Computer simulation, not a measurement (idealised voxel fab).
A process module follows: voxel released beams.
235 nm wide, 5 nm square cells: that's cross-section cut.
Format of a cross-section: grid, square cells. Given as bands. Order: top down. Band: one or more rows of cells. This entry defines a band. It first specifies the height of the band's top and the height of its bottom in nm, and then specifies the band's materials from left to right, stating each material with its width in nm. The word "throughout" identifies a single material that fills the band from edge to edge, while the word "air" identifies empty space. Height reference: 0 = level under which incoming wafer is all one material. Lowest band: no bottom, runs on downward, e.g. "0 and below". Width "30->40": first value at the band's top row of cells, second value at its bottom row, equal change from row to row. Where a step carries "remains unaltered", the cross-section came out of it unchanged, cell for cell. The entry "Trapped voids" lists the empty spaces that cover at least 8 cells and have no open path to the top. Each is written as width x height at distance, where the distance is measured from the left edge and all three values are in nm. What comes after the settings on a step's line is commentary from the simulator itself on that step. overlay nm: mask right of planned place by this much (step with mask). Neg. = left.
[Process steps foreseen in the plan]
1) RECEIVE with material Si
2) CONFORMAL_DEP with material Al2O3, thk nm 5
3) DIRECTIONAL_DEP with material SiO2, thk nm 20
4) MASKED_ETCH with tone open, mask id ANCHOR, width nm 25, etch materials SiO2, depth nm 20, overlay nm 0
5) CONFORMAL_DEP with material W, thk nm 10
6) DIRECTIONAL_DEP with material aC, thk nm 5
7) PATTERN with tone cover, mask id BEAM, material resist, width nm 80, thk nm 25, overlay nm 0
8) DIRECTIONAL_ETCH with etch materials aC, depth nm 10
9) STRIP with etch materials resist
10) DIRECTIONAL_ETCH with etch materials W, depth nm 10
11) STRIP with etch materials aC
12) STRIP with etch materials SiO2
Quick note for whoever runs this: the wafers start identical, but the thk nm at step 6 isn't the same across them. The plan just shows what the first wafer had.
[First wafer of several, as received: cross-section after step 1]
  0 and below  Si throughout
  Trapped voids: none
[Tabulated below, wafer by wafer, are the end-of-module results: for each material, the number of cells gained (+) or lost (-) relative to the as-received state, followed by the closed voids]
thk nm 5 | +47 Al2O3 | +48 W | Trapped voids: none
thk nm 10 | +47 Al2O3 | +48 W | Trapped voids: none
thk nm 15 | +47 Al2O3 | +168 SiO2 | +110 W | Trapped voids: none
thk nm 20 | +47 Al2O3 | +168 SiO2 | +110 W | Trapped voids: none
thk nm 25 | +47 Al2O3 | +168 SiO2 | +110 W | Trapped voids: none
